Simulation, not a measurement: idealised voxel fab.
Proc. module: voxel wiring stack
Section shown: cut. Width: 250 nm. Cell size: 5 nm, square.
Reading order for cross-sections: top band down to bottom band. Underlying form: a grid of square cells. Band size: one or more rows of cells.
Band entry format. Leading values: height of top, height of bottom, nm. Remainder: materials in left-to-right order, each with its width in nm. Special words: "everywhere" on a single material, which then fills the band edge to edge; "air", empty space.
The level at which height equals 0 is the one under which the wafer, as it arrives, is entirely one material. No lower edge exists for the bottom band, which continues downward and is notated as in "0 nm and below".
You'd read "30 to 40" like this: the band's top row of cells is as wide as the first number, its bottom row is as wide as the second, and going down, every row changes width by the same amount as the row before did.
Basically "no change occurred" means that step didn't change any cell in the cross-section.
The list in "Enclosed void inventory" covers empty spaces of 8 cells or more that cannot reach the top through any open way, and it gives each as width x height at distance; the distance is from the left edge, and width, height and distance are in nm.
Heads up: the bit after the settings on a step's line is the simulator's remark on that step.
You can add "overlay nm" to a step's line. For a step with a mask, it describes how far the mask lay to the right of its planned position, and a negative number describes a lay to the left.
From here on the document is pairs. In a pair, the cross-section before one process step comes with the cross-section after it, and the latter goes no deeper than the lowest band that changed. What lies in between, the step and its settings, is written under the pair. A pair may be from a different run of this module on the same starting wafer than the pair above it, so it continues from that pair only where its entry headed "Pre-step geometry" says so.

Pre-step geometry
- 55 nm to 50 nm | SiN: 90 / air: 5 / SiN: 45 / air: 5 / SiN: 105
- 50 nm to 35 nm | lowk: 85 / SiN: 5 / air: 5 / SiN: 5 / lowk: 35 / SiN: 5 / air: 5 / SiN: 5 / lowk: 100
- 35 nm to 30 nm | SiCN: 85 / SiN: 15 / SiCN: 35 / SiN: 15 / SiCN: 100
- 30 nm to 15 nm | lowk everywhere
- 15 nm to 10 nm | SiN everywhere
- 10 nm to 0 nm | SiO2 everywhere
- 0 nm and below | Si everywhere
- Enclosed void inventory: none

Post-Step Geometry
- 80 nm to 60 nm | SiO2: 90 / air: 5 / SiO2: 45 / air: 5 / SiO2: 105
- 60 nm to 55 nm | SiO2 everywhere
- 55 nm to 50 nm | SiN: 90 / SiO2: 5 / SiN: 45 / SiO2: 5 / SiN: 105
- 50 nm to 35 nm | lowk: 85 / SiN: 5 / SiO2: 5 / SiN: 5 / lowk: 35 / SiN: 5 / SiO2: 5 / SiN: 5 / lowk: 100
- At heights below 35, the structure remains unaltered.
- Enclosed void inventory: none
The transition between the preceding cross-sections is accomplished by DIRECTIONAL_DEP (material SiO2; thk nm 25)

Pre-step geometry: This step starts from the configuration shown after the step in the pair immediately above.

Post-Step Geometry
- 100 nm to 80 nm | resist: 85 / air: 25 / resist: 25 / air: 25 / resist: 90
- At heights below 80, the structure remains unaltered.
- Enclosed void inventory: none
The transition between the preceding cross-sections is accomplished by PATTERN (tone open; mask id METAL_2; material resist; width nm 25; pitch nm 50; thk nm 20; overlay nm 0)

Pre-step geometry: This step starts from the configuration shown after the step in the pair immediately above.

Post-Step Geometry
- 100 nm to 80 nm | resist: 85 / air: 25 / resist: 25 / air: 25 / resist: 90
- 80 nm to 55 nm | SiO2: 85 / air: 25 / SiO2: 25 / air: 25 / SiO2: 90
- 55 nm to 50 nm | SiN: 90 / air: 5 / SiN: 45 / air: 5 / SiN: 105
- 50 nm to 35 nm | lowk: 85 / SiN: 5 / air: 5 / SiN: 5 / lowk: 35 / SiN: 5 / air: 5 / SiN: 5 / lowk: 100
- At heights below 35, the structure remains unaltered.
- Enclosed void inventory: none
The transition between the preceding cross-sections is accomplished by DIRECTIONAL_ETCH (etch materials SiO2; depth nm 25)

Pre-step geometry: This step starts from the configuration shown after the step in the pair immediately above.

Post-Step Geometry
- 100 nm to 80 nm | resist: 85 / air: 25 / resist: 25 / air: 25 / resist: 90
- 80 nm to 55 nm | SiO2: 85 / air: 25 / SiO2: 25 / air: 25 / SiO2: 90
- 55 nm to 50 nm | SiN: 85 / air: 25 / SiN: 25 / air: 25 / SiN: 90
- 50 nm to 35 nm | lowk: 85 / SiN: 5 / air: 5 / SiN: 5 / lowk: 35 / SiN: 5 / air: 5 / SiN: 5 / lowk: 100
- 35 nm to 30 nm | SiCN: 85 / SiN: 5 / air: 5 / SiN: 5 / SiCN: 35 / SiN: 5 / air: 5 / SiN: 5 / SiCN: 100
- At heights below 30, the structure remains unaltered.
- Enclosed void inventory: none
The transition between the preceding cross-sections is accomplished by DIRECTIONAL_ETCH (etch materials SiN; depth nm 5)

Pre-step geometry: This step starts from the configuration shown after the step in the pair immediately above.

Post-Step Geometry
- 80 nm to 55 nm | SiO2: 85 / air: 25 / SiO2: 25 / air: 25 / SiO2: 90
- At heights below 55, the structure remains unaltered.
- Enclosed void inventory: none
The transition between the preceding cross-sections is accomplished by STRIP (etch materials resist)

Pre-step geometry: This step starts from the configuration shown after the step in the pair immediately above.

Post-Step Geometry
- 85 nm to 80 nm | TiN: 90 / air: 15 / TiN: 35 / air: 15 / TiN: 95
- 80 nm to 55 nm | SiO2: 85 / TiN: 5 / air: 15 / TiN: 5 / SiO2: 25 / TiN: 5 / air: 15 / TiN: 5 / SiO2: 90
- 55 nm to 50 nm | SiN: 85 / TiN: 25 / SiN: 25 / TiN: 25 / SiN: 90
- 50 nm to 35 nm | lowk: 85 / SiN: 5 / TiN: 5 / SiN: 5 / lowk: 35 / SiN: 5 / TiN: 5 / SiN: 5 / lowk: 100
- 35 nm to 30 nm | SiCN: 85 / SiN: 5 / TiN: 5 / SiN: 5 / SiCN: 35 / SiN: 5 / TiN: 5 / SiN: 5 / SiCN: 100
- At heights below 30, the structure remains unaltered.
- Enclosed void inventory: none
The transition between the preceding cross-sections is accomplished by CONFORMAL_DEP (material TiN; thk nm 5)

Pre-step geometry: This step starts from the configuration shown after the step in the pair immediately above.

Post-Step Geometry
- 90 nm to 85 nm | Cu everywhere
- 85 nm to 80 nm | TiN: 90 / Cu: 15 / TiN: 35 / Cu: 15 / TiN: 95
- 80 nm to 55 nm | SiO2: 85 / TiN: 5 / Cu: 15 / TiN: 5 / SiO2: 25 / TiN: 5 / Cu: 15 / TiN: 5 / SiO2: 90
- At heights below 55, the structure remains unaltered.
- Enclosed void inventory: none
The transition between the preceding cross-sections is accomplished by FILL_DEP (material Cu; thk nm 5)

Pre-step geometry: This step starts from the configuration shown after the step in the pair immediately above.

Post-Step Geometry
- 85 nm to 80 nm | TiN: 90 / Cu: 15 / TiN: 35 / Cu: 15 / TiN: 95
- At heights below 80, the structure remains unaltered.
- Enclosed void inventory: none
The transition between the preceding cross-sections is accomplished by CMP (height nm 85)

Pre-step geometry: This step starts from the configuration shown after the step in the pair immediately above.

Post-Step Geometry
- 90 nm to 85 nm | SiN everywhere
- At heights below 85, the structure remains unaltered.
- Enclosed void inventory: none
The transition between the preceding cross-sections is accomplished by CONFORMAL_DEP (material SiN; thk nm 5)

Pre-step geometry
- 30 nm to 15 nm | SiO2 everywhere
- 15 nm to 10 nm | SiN everywhere
- 10 nm to 0 nm | SiO2 everywhere
- 0 nm and below | Si everywhere
- Enclosed void inventory: none

Post-Step Geometry
- 30 nm to 15 nm | air: 85 / SiO2: 25 / air: 25 / SiO2: 25 / air: 90
- At heights below 15, the structure remains unaltered.
- Enclosed void inventory: none
The transition between the preceding cross-sections is accomplished by MASKED_ETCH (tone cover; mask id METAL_1; width nm 25; pitch nm 50; etch materials SiO2; depth nm 15; overlay nm 0)

Pre-step geometry: This step starts from the configuration shown after the step in the pair immediately above.

Post-Step Geometry
- 35 nm to 30 nm | air: 80 / TiN: 35 / air: 15 / TiN: 35 / air: 85
- 30 nm to 20 nm | air: 80 / TiN: 5 / SiO2: 25 / TiN: 5 / air: 15 / TiN: 5 / SiO2: 25 / TiN: 5 / air: 85
- 20 nm to 15 nm | TiN: 85 / SiO2: 25 / TiN: 25 / SiO2: 25 / TiN: 90
- At heights below 15, the structure remains unaltered.
- Enclosed void inventory: none
The transition between the preceding cross-sections is accomplished by CONFORMAL_DEP (material TiN; thk nm 5)

Pre-step geometry: This step starts from the configuration shown after the step in the pair immediately above.

Post-Step Geometry
- 45 nm to 35 nm | Cu everywhere
- 35 nm to 30 nm | Cu: 80 / TiN: 35 / Cu: 15 / TiN: 35 / Cu: 85
- 30 nm to 20 nm | Cu: 80 / TiN: 5 / SiO2: 25 / TiN: 5 / Cu: 15 / TiN: 5 / SiO2: 25 / TiN: 5 / Cu: 85
- At heights below 20, the structure remains unaltered.
- Enclosed void inventory: none
The transition between the preceding cross-sections is accomplished by FILL_DEP (material Cu; thk nm 10)

Pre-step geometry: This step starts from the configuration shown after the step in the pair immediately above.

Post-Step Geometry
- 30 nm to 20 nm | Cu: 80 / TiN: 5 / SiO2: 25 / TiN: 5 / Cu: 15 / TiN: 5 / SiO2: 25 / TiN: 5 / Cu: 85
- At heights below 20, the structure remains unaltered.
- Enclosed void inventory: none
The transition between the preceding cross-sections is accomplished by CMP (height nm 30)

Pre-step geometry: This step starts from the configuration shown after the step in the pair immediately above.

Post-Step Geometry
- 35 nm to 30 nm | Ru: 90 / air: 15 / Ru: 35 / air: 15 / Ru: 95
- At heights below 30, the structure remains unaltered.
- Enclosed void inventory: none
The transition between the preceding cross-sections is accomplished by EPI (material Ru; thk nm 5)

Pre-step geometry: This step starts from the configuration shown after the step in the pair immediately above.

Post-Step Geometry
- 40 nm to 35 nm | SiCN everywhere
- 35 nm to 30 nm | Ru: 90 / SiCN: 15 / Ru: 35 / SiCN: 15 / Ru: 95
- At heights below 30, the structure remains unaltered.
- Enclosed void inventory: none
The transition between the preceding cross-sections is accomplished by FILL_DEP (material SiCN; thk nm 5)

Pre-step geometry: This step starts from the configuration shown after the step in the pair immediately above.

Post-Step Geometry
- 55 nm to 40 nm | lowk everywhere
- At heights below 40, the structure remains unaltered.
- Enclosed void inventory: none
The transition between the preceding cross-sections is accomplished by DIRECTIONAL_DEP (material lowk; thk nm 15)

Pre-step geometry: This step starts from the configuration shown after the step in the pair immediately above.

Post-Step Geometry
- 55 nm to 40 nm | lowk: 85 / air: 15 / lowk: 35 / air: 15 / lowk: 100
- At heights below 40, the structure remains unaltered.
- Enclosed void inventory: none
The transition between the preceding cross-sections is accomplished by MASKED_ETCH (tone open; mask id PLUG_1; width nm 15; pitch nm 50; etch materials lowk; depth nm 15; overlay nm 0)

Pre-step geometry: This step starts from the configuration shown after the step in the pair immediately above.

Post-Step Geometry
- 55 nm to 40 nm | lowk: 85 / air: 15 / lowk: 35 / air: 15 / lowk: 100
- 40 nm to 35 nm | SiCN: 85 / air: 15 / SiCN: 35 / air: 15 / SiCN: 100
- At heights below 35, the structure remains unaltered.
- Enclosed void inventory: none
The transition between the preceding cross-sections is accomplished by MASKED_ETCH (tone open; mask id PLUG_1; width nm 15; pitch nm 50; etch materials SiCN; depth nm 5; overlay nm 0)

Pre-step geometry: This step starts from the configuration shown after the step in the pair immediately above.

Post-Step Geometry
- 55 nm to 45 nm | lowk: 85 / air: 15 / lowk: 35 / air: 15 / lowk: 100
- 45 nm to 40 nm | lowk: 85 / Ru: 15 / lowk: 35 / Ru: 15 / lowk: 100
- 40 nm to 35 nm | SiCN: 85 / Ru: 15 / SiCN: 35 / Ru: 15 / SiCN: 100
- At heights below 35, the structure remains unaltered.
- Enclosed void inventory: none
The transition between the preceding cross-sections is accomplished by EPI (material Ru; thk nm 10)

Pre-step geometry: This step starts from the configuration shown after the step in the pair immediately above.

Post-Step Geometry
- 55 nm to 40 nm | lowk: 85 / Ru: 15 / lowk: 35 / Ru: 15 / lowk: 100
- At heights below 40, the structure remains unaltered.
- Enclosed void inventory: none
The transition between the preceding cross-sections is accomplished by EPI (material Ru; thk nm 10)

Pre-step geometry: This step starts from the configuration shown after the step in the pair immediately above.

Post-Step Geometry
- 60 nm to 55 nm | SiN everywhere
- At heights below 55, the structure remains unaltered.
- Enclosed void inventory: none
The transition between the preceding cross-sections is accomplished by CONFORMAL_DEP (material SiN; thk nm 5)

Pre-step geometry: This step starts from the configuration shown after the step in the pair immediately above.

Post-Step Geometry
- 85 nm to 60 nm | SiO2 everywhere
- At heights below 60, the structure remains unaltered.
- Enclosed void inventory: none
The transition between the preceding cross-sections is accomplished by DIRECTIONAL_DEP (material SiO2; thk nm 25)

Pre-step geometry: This step starts from the configuration shown after the step in the pair immediately above.

Post-Step Geometry
- 105 nm to 85 nm | resist: 85 / air: 25 / resist: 25 / air: 25 / resist: 90
- At heights below 85, the structure remains unaltered.
- Enclosed void inventory: none
The transition between the preceding cross-sections is accomplished by PATTERN (tone open; mask id METAL_2; material resist; width nm 25; pitch nm 50; thk nm 20; overlay nm 0)

Pre-step geometry: This step starts from the configuration shown after the step in the pair immediately above.

Post-Step Geometry
- 105 nm to 85 nm | resist: 85 / air: 25 / resist: 25 / air: 25 / resist: 90
- 85 nm to 60 nm | SiO2: 85 / air: 25 / SiO2: 25 / air: 25 / SiO2: 90
- At heights below 60, the structure remains unaltered.
- Enclosed void inventory: none
The transition between the preceding cross-sections is accomplished by DIRECTIONAL_ETCH (etch materials SiO2; depth nm 25)

Pre-step geometry: This step starts from the configuration shown after the step in the pair immediately above.

Post-Step Geometry
- 105 nm to 85 nm | resist: 85 / air: 25 / resist: 25 / air: 25 / resist: 90
- 85 nm to 60 nm | SiO2: 85 / air: 25 / SiO2: 25 / air: 25 / SiO2: 90
- 60 nm to 55 nm | SiN: 85 / air: 25 / SiN: 25 / air: 25 / SiN: 90
- At heights below 55, the structure remains unaltered.
- Enclosed void inventory: none
The transition between the preceding cross-sections is accomplished by DIRECTIONAL_ETCH (etch materials SiN; depth nm 5)

Pre-step geometry: This step starts from the configuration shown after the step in the pair immediately above.

Post-Step Geometry
- 85 nm to 60 nm | SiO2: 85 / air: 25 / SiO2: 25 / air: 25 / SiO2: 90
- At heights below 60, the structure remains unaltered.
- Enclosed void inventory: none
The transition between the preceding cross-sections is accomplished by STRIP (etch materials resist)

Pre-step geometry: This step starts from the configuration shown after the step in the pair immediately above.

Post-Step Geometry
- 90 nm to 85 nm | TiN: 90 / air: 15 / TiN: 35 / air: 15 / TiN: 95
- 85 nm to 60 nm | SiO2: 85 / TiN: 5 / air: 15 / TiN: 5 / SiO2: 25 / TiN: 5 / air: 15 / TiN: 5 / SiO2: 90
- 60 nm to 55 nm | SiN: 85 / TiN: 25 / SiN: 25 / TiN: 25 / SiN: 90
- At heights below 55, the structure remains unaltered.
- Enclosed void inventory: none
The transition between the preceding cross-sections is accomplished by CONFORMAL_DEP (material TiN; thk nm 5)

Pre-step geometry: This step starts from the configuration shown after the step in the pair immediately above.

Post-Step Geometry
- 95 nm to 90 nm | Cu everywhere
- 90 nm to 85 nm | TiN: 90 / Cu: 15 / TiN: 35 / Cu: 15 / TiN: 95
- 85 nm to 60 nm | SiO2: 85 / TiN: 5 / Cu: 15 / TiN: 5 / SiO2: 25 / TiN: 5 / Cu: 15 / TiN: 5 / SiO2: 90
- At heights below 60, the structure remains unaltered.
- Enclosed void inventory: none
The transition between the preceding cross-sections is accomplished by FILL_DEP (material Cu; thk nm 5)

Pre-step geometry: This step starts from the configuration shown after the step in the pair immediately above.

Post-Step Geometry
- 85 nm to 60 nm | SiO2: 85 / TiN: 5 / Cu: 15 / TiN: 5 / SiO2: 25 / TiN: 5 / Cu: 15 / TiN: 5 / SiO2: 90
- At heights below 60, the structure remains unaltered.
- Enclosed void inventory: none
The transition between the preceding cross-sections is accomplished by CMP (height nm 85)

Pre-step geometry: This step starts from the configuration shown after the step in the pair immediately above.

Post-Step Geometry
- 90 nm to 85 nm | SiN everywhere
- At heights below 85, the structure remains unaltered.
- Enclosed void inventory: none
The transition between the preceding cross-sections is accomplished by CONFORMAL_DEP (material SiN; thk nm 5)
